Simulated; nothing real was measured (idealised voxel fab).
process module | voxel plated lines
cross-section cut | 265 nm wide | cells 5 nm
A cross-section is a grid of square cells, given in bands from the top down. A band is one or more rows of cells.
Each band's line starts with the height of the band's top and of its bottom, in nm. Then come its materials from left to right, each with its width in nm. One material with "throughout" fills the band from edge to edge. "air" is empty space.
Height 0 is the level under which the wafer as received is all one material. The lowest band goes on downwards, as in "0 down".
A width such as "30 to 40" changes by the same amount from each row of cells to the next, from the band's top row to its bottom row.
"no change" after a step means that no cell of the cross-section changed.
closed voids: empty space of 8 cells or more with no open way to the top, each as width x height at its distance from the left edge, in nm
after a step's settings: what the simulator itself notes on the step
overlay nm, on a step with a mask: how far to the right of its planned place the mask lay; to the left if negative
Each pair below shows a cross-section before one step and the cross-section after it, down to the lowest band that changed. The line under each pair gives the step between them, with its settings. The pairs can come from different runs of this module on the same starting wafer, so a pair continues from the pair above only where its "before" says so.
before
  0 down: Si throughout
  closed voids: none
after
  10 to 0: SiN throughout
  below 0: unchanged
  closed voids: none
the step between: op CONFORMAL_DEP | material SiN | thk nm 10
before: the cross-section after the pair above
after
  15 to 10: TiN throughout
  below 10: unchanged
  closed voids: none
the step between: op DIRECTIONAL_DEP | material TiN | thk nm 5
before: the cross-section after the pair above
after
  30 to 15: resist 70 | air 25 | resist 25 | air 25 | resist 25 | air 25 | resist 70
  below 15: unchanged
  closed voids: none
the step between: op PATTERN | tone open | mask id LINES | material resist | width nm 25 | pitch nm 50 | thk nm 15 | overlay nm 0
before: the cross-section after the pair above
after
  30 to 25: resist 70 | air 25 | resist 25 | air 25 | resist 25 | air 25 | resist 70
  25 to 15: resist 70 | Ru 25 | resist 25 | Ru 25 | resist 25 | Ru 25 | resist 70
  below 15: unchanged
  closed voids: none
the step between: op EPI | material Ru | thk nm 10
before: the cross-section after the pair above
after
  25 to 15: air 70 | Ru 25 | air 25 | Ru 25 | air 25 | Ru 25 | air 70
  below 15: unchanged
  closed voids: none
the step between: op STRIP | etch materials resist
before: the cross-section after the pair above
after
  25 to 15: air 70 | Ru 25 | air 25 | Ru 25 | air 25 | Ru 25 | air 70
  15 to 10: air 70 | TiN 25 | air 25 | TiN 25 | air 25 | TiN 25 | air 70
  below 10: unchanged
  closed voids: none
the step between: op DIRECTIONAL_ETCH | etch materials TiN | depth nm 5
before: the cross-section after the pair above
after
  35 to 25: air 60 | SiO2 45 | air 5 | SiO2 45 | air 5 | SiO2 45 | air 60
  25 to 20: air 60 | SiO2 10 | Ru 25 | SiO2 10 | air 5 | SiO2 10 | Ru 25 | SiO2 10 | air 5 | SiO2 10 | Ru 25 | SiO2 10 | air 60
  20 to 15: SiO2 70 | Ru 25 | SiO2 25 | Ru 25 | SiO2 25 | Ru 25 | SiO2 70
  15 to 10: SiO2 70 | TiN 25 | SiO2 25 | TiN 25 | SiO2 25 | TiN 25 | SiO2 70
  below 10: unchanged
  closed voids: none
the step between: op CONFORMAL_DEP | material SiO2 | thk nm 10
before
  30 to 25: resist 70 | air 25 | resist 25 | air 25 | resist 25 | air 25 | resist 70
  25 to 15: resist 70 | Ru 25 | resist 25 | Ru 25 | resist 25 | Ru 25 | resist 70
  15 to 10: TiN throughout
  10 to 0: SiN throughout
  0 down: Si throughout
  closed voids: none
after
  35 to 30: air 65 | Ru 35 | air 15 | Ru 35 | air 15 | Ru 35 | air 65
  30 to 15: resist 70 | Ru 25 | resist 25 | Ru 25 | resist 25 | Ru 25 | resist 70
  below 15: unchanged
  closed voids: none
the step between: op EPI | material Ru | thk nm 10
before: the cross-section after the pair above
after
  35 to 30: air 65 | Ru 35 | air 15 | Ru 35 | air 15 | Ru 35 | air 65
  30 to 15: air 70 | Ru 25 | air 25 | Ru 25 | air 25 | Ru 25 | air 70
  below 15: unchanged
  closed voids: none
the step between: op STRIP | etch materials resist
before: the cross-section after the pair above
after
  35 to 30: air 65 | Ru 35 | air 15 | Ru 35 | air 15 | Ru 35 | air 65
  30 to 15: air 70 | Ru 25 | air 25 | Ru 25 | air 25 | Ru 25 | air 70
  15 to 10: air 65 | TiN 35 | air 15 | TiN 35 | air 15 | TiN 35 | air 65
  below 10: unchanged
  closed voids: none
the step between: op DIRECTIONAL_ETCH | etch materials TiN | depth nm 5
before: the cross-section after the pair above
after
  45 to 35: air 55 | SiO2 155 | air 55
  35 to 30: air 55 | SiO2 10 | Ru 35 | SiO2 15 | Ru 35 | SiO2 15 | Ru 35 | SiO2 10 | air 55
  30 to 20: air 55 | SiO2 15 | Ru 25 | SiO2 25 | Ru 25 | SiO2 25 | Ru 25 | SiO2 15 | air 55
  20 to 15: SiO2 70 | Ru 25 | SiO2 25 | Ru 25 | SiO2 25 | Ru 25 | SiO2 70
  15 to 10: SiO2 65 | TiN 35 | SiO2 15 | TiN 35 | SiO2 15 | TiN 35 | SiO2 65
  below 10: unchanged
  closed voids: none
the step between: op CONFORMAL_DEP | material SiO2 | thk nm 10
before
  0 down: Si throughout
  closed voids: none
after
  5 to 0: TiN throughout
  below 0: unchanged
  closed voids: none
the step between: op DIRECTIONAL_DEP | material TiN | thk nm 5
before: the cross-section after the pair above
after
  15 to 5: SiN throughout
  below 5: unchanged
  closed voids: none
the step between: op CONFORMAL_DEP | material SiN | thk nm 10
before: the cross-section after the pair above
after
  30 to 15: resist 70 | air 25 | resist 25 | air 25 | resist 25 | air 25 | resist 70
  below 15: unchanged
  closed voids: none
the step between: op PATTERN | tone open | mask id LINES | material resist | width nm 25 | pitch nm 50 | thk nm 15 | overlay nm 0
before: the cross-section after the pair above
after
  15 to 5: SiN throughout
  below 5: unchanged
  closed voids: none
the step between: op STRIP | etch materials resist
before: the cross-section after the pair above
after
  25 to 15: SiO2 throughout
  below 15: unchanged
  closed voids: none
the step between: op CONFORMAL_DEP | material SiO2 | thk nm 10
before
  0 down: Si throughout
  closed voids: none
after
  5 to 0: SiN throughout
  below 0: unchanged
  closed voids: none
the step between: op CONFORMAL_DEP | material SiN | thk nm 5
before: the cross-section after the pair above
after
  10 to 5: TiN throughout
  below 5: unchanged
  closed voids: none
the step between: op DIRECTIONAL_DEP | material TiN | thk nm 5
before: the cross-section after the pair above
after
  25 to 10: resist 70 | air 25 | resist 25 | air 25 | resist 25 | air 25 | resist 70
  below 10: unchanged
  closed voids: none
the step between: op PATTERN | tone open | mask id LINES | material resist | width nm 25 | pitch nm 50 | thk nm 15 | overlay nm 0
before: the cross-section after the pair above
after
  25 to 20: resist 70 | air 25 | resist 25 | air 25 | resist 25 | air 25 | resist 70
  20 to 10: resist 70 | Ru 25 | resist 25 | Ru 25 | resist 25 | Ru 25 | resist 70
  below 10: unchanged
  closed voids: none
the step between: op EPI | material Ru | thk nm 10
before: the cross-section after the pair above
after
  20 to 10: air 70 | Ru 25 | air 25 | Ru 25 | air 25 | Ru 25 | air 70
  below 10: unchanged
  closed voids: none
the step between: op STRIP | etch materials resist
before: the cross-section after the pair above
after
  20 to 10: air 70 | Ru 25 | air 25 | Ru 25 | air 25 | Ru 25 | air 70
  10 to 5: air 70 | TiN 25 | air 25 | TiN 25 | air 25 | TiN 25 | air 70
  below 5: unchanged
  closed voids: none
the step between: op DIRECTIONAL_ETCH | etch materials TiN | depth nm 5
before: the cross-section after the pair above
after
  30 to 20: air 60 | SiO2 45 | air 5 | SiO2 45 | air 5 | SiO2 45 | air 60
  20 to 15: air 60 | SiO2 10 | Ru 25 | SiO2 10 | air 5 | SiO2 10 | Ru 25 | SiO2 10 | air 5 | SiO2 10 | Ru 25 | SiO2 10 | air 60
  15 to 10: SiO2 70 | Ru 25 | SiO2 25 | Ru 25 | SiO2 25 | Ru 25 | SiO2 70
  10 to 5: SiO2 70 | TiN 25 | SiO2 25 | TiN 25 | SiO2 25 | TiN 25 | SiO2 70
  below 5: unchanged
  closed voids: none
the step between: op CONFORMAL_DEP | material SiO2 | thk nm 10
before
  15 to 10: TiN throughout
  10 to 0: SiN throughout
  0 down: Si throughout
  closed voids: none
after
  30 to 15: resist 65 | air 35 | resist 15 | air 35 | resist 15 | air 35 | resist 65
  below 15: unchanged
  closed voids: none
the step between: op PATTERN | tone open | mask id LINES | material resist | width nm 35 | pitch nm 50 | thk nm 15 | overlay nm 0
before: the cross-section after the pair above
after
  30 to 25: resist 65 | air 35 | resist 15 | air 35 | resist 15 | air 35 | resist 65
  25 to 15: resist 65 | Ru 35 | resist 15 | Ru 35 | resist 15 | Ru 35 | resist 65
  below 15: unchanged
  closed voids: none
the step between: op EPI | material Ru | thk nm 10
before: the cross-section after the pair above
after
  25 to 15: air 65 | Ru 35 | air 15 | Ru 35 | air 15 | Ru 35 | air 65
  below 15: unchanged
  closed voids: none
the step between: op STRIP | etch materials resist
before: the cross-section after the pair above
after
  25 to 15: air 65 | Ru 35 | air 15 | Ru 35 | air 15 | Ru 35 | air 65
  15 to 10: air 65 | TiN 35 | air 15 | TiN 35 | air 15 | TiN 35 | air 65
  below 10: unchanged
  closed voids: none
the step between: op DIRECTIONAL_ETCH | etch materials TiN | depth nm 5
before: the cross-section after the pair above
after
  35 to 25: air 55 | SiO2 155 | air 55
  25 to 20: air 55 | SiO2 10 | Ru 35 | SiO2 15 | Ru 35 | SiO2 15 | Ru 35 | SiO2 10 | air 55
  20 to 15: SiO2 65 | Ru 35 | SiO2 15 | Ru 35 | SiO2 15 | Ru 35 | SiO2 65
  15 to 10: SiO2 65 | TiN 35 | SiO2 15 | TiN 35 | SiO2 15 | TiN 35 | SiO2 65
  below 10: unchanged
  closed voids: none
the step between: op CONFORMAL_DEP | material SiO2 | thk nm 10
before
  15 to 10: TiN throughout
  10 to 0: SiN throughout
  0 down: Si throughout
  closed voids: none
after
  30 to 15: resist 75 | air 25 | resist 25 | air 25 | resist 25 | air 25 | resist 65
  below 15: unchanged
  closed voids: none
the step between: op PATTERN | tone open | mask id LINES | material resist | width nm 25 | pitch nm 50 | thk nm 15 | overlay nm 5
before: the cross-section after the pair above
after
  30 to 25: resist 75 | air 25 | resist 25 | air 25 | resist 25 | air 25 | resist 65
  25 to 15: resist 75 | Ru 25 | resist 25 | Ru 25 | resist 25 | Ru 25 | resist 65
  below 15: unchanged
  closed voids: none
the step between: op EPI | material Ru | thk nm 10
before: the cross-section after the pair above
after
  25 to 15: air 75 | Ru 25 | air 25 | Ru 25 | air 25 | Ru 25 | air 65
  below 15: unchanged
  closed voids: none
the step between: op STRIP | etch materials resist
before: the cross-section after the pair above
after
  25 to 15: air 75 | Ru 25 | air 25 | Ru 25 | air 25 | Ru 25 | air 65
  15 to 10: air 75 | TiN 25 | air 25 | TiN 25 | air 25 | TiN 25 | air 65
  below 10: unchanged
  closed voids: none
the step between: op DIRECTIONAL_ETCH | etch materials TiN | depth nm 5
before: the cross-section after the pair above
after
  35 to 25: air 65 | SiO2 45 | air 5 | SiO2 45 | air 5 | SiO2 45 | air 55
  25 to 20: air 65 | SiO2 10 | Ru 25 | SiO2 10 | air 5 | SiO2 10 | Ru 25 | SiO2 10 | air 5 | SiO2 10 | Ru 25 | SiO2 10 | air 55
  20 to 15: SiO2 75 | Ru 25 | SiO2 25 | Ru 25 | SiO2 25 | Ru 25 | SiO2 65
  15 to 10: SiO2 75 | TiN 25 | SiO2 25 | TiN 25 | SiO2 25 | TiN 25 | SiO2 65
  below 10: unchanged
  closed voids: none
the step between: op CONFORMAL_DEP | material SiO2 | thk nm 10
before
  10 to 0: SiN throughout
  0 down: Si throughout
  closed voids: none
after
  15 to 10: Ru throughout
  below 10: unchanged
  closed voids: none
the step between: op DIRECTIONAL_DEP | material Ru | thk nm 5
before: the cross-section after the pair above
after
  30 to 15: resist 70 | air 25 | resist 25 | air 25 | resist 25 | air 25 | resist 70
  below 15: unchanged
  closed voids: none
the step between: op PATTERN | tone open | mask id LINES | material resist | width nm 25 | pitch nm 50 | thk nm 15 | overlay nm 0
before: the cross-section after the pair above
after
  30 to 25: resist 70 | air 25 | resist 25 | air 25 | resist 25 | air 25 | resist 70
  25 to 15: resist 70 | Ru 25 | resist 25 | Ru 25 | resist 25 | Ru 25 | resist 70
  below 15: unchanged
  closed voids: none
the step between: op EPI | material Ru | thk nm 10
before: the cross-section after the pair above
after
  25 to 15: air 70 | Ru 25 | air 25 | Ru 25 | air 25 | Ru 25 | air 70
  below 15: unchanged
  closed voids: none
the step between: op STRIP | etch materials resist
before: the cross-section after the pair above
after
  35 to 25: air 60 | SiO2 45 | air 5 | SiO2 45 | air 5 | SiO2 45 | air 60
  25 to 15: SiO2 70 | Ru 25 | SiO2 25 | Ru 25 | SiO2 25 | Ru 25 | SiO2 70
  below 15: unchanged
  closed voids: none
the step between: op CONFORMAL_DEP | material SiO2 | thk nm 10
before
  15 to 10: TiN throughout
  10 to 0: SiN throughout
  0 down: Si throughout
  closed voids: none
after
  30 to 15: air 70 | resist 25 | air 25 | resist 25 | air 25 | resist 25 | air 70
  below 15: unchanged
  closed voids: none
the step between: op PATTERN | tone cover | mask id LINES | material resist | width nm 25 | pitch nm 50 | thk nm 15 | overlay nm 0
before: the cross-section after the pair above
after
  30 to 25: air 70 | resist 25 | air 25 | resist 25 | air 25 | resist 25 | air 70
  25 to 15: Ru 70 | resist 25 | Ru 25 | resist 25 | Ru 25 | resist 25 | Ru 70
  below 15: unchanged
  closed voids: none
the step between: op EPI | material Ru | thk nm 10
before: the cross-section after the pair above
after
  25 to 15: Ru 70 | air 25 | Ru 25 | air 25 | Ru 25 | air 25 | Ru 70
  below 15: unchanged
  closed voids: none
the step between: op STRIP | etch materials resist
before: the cross-section after the pair above
after
  25 to 15: Ru 70 | air 25 | Ru 25 | air 25 | Ru 25 | air 25 | Ru 70
  15 to 10: TiN 70 | air 25 | TiN 25 | air 25 | TiN 25 | air 25 | TiN 70
  below 10: unchanged
  closed voids: none
the step between: op DIRECTIONAL_ETCH | etch materials TiN | depth nm 5
before: the cross-section after the pair above
after
  35 to 25: SiO2 80 | air 5 | SiO2 45 | air 5 | SiO2 45 | air 5 | SiO2 80
  25 to 20: Ru 70 | SiO2 10 | air 5 | SiO2 10 | Ru 25 | SiO2 10 | air 5 | SiO2 10 | Ru 25 | SiO2 10 | air 5 | SiO2 10 | Ru 70
  20 to 15: Ru 70 | SiO2 25 | Ru 25 | SiO2 25 | Ru 25 | SiO2 25 | Ru 70
  15 to 10: TiN 70 | SiO2 25 | TiN 25 | SiO2 25 | TiN 25 | SiO2 25 | TiN 70
  below 10: unchanged
  closed voids: none
the step between: op CONFORMAL_DEP | material SiO2 | thk nm 10
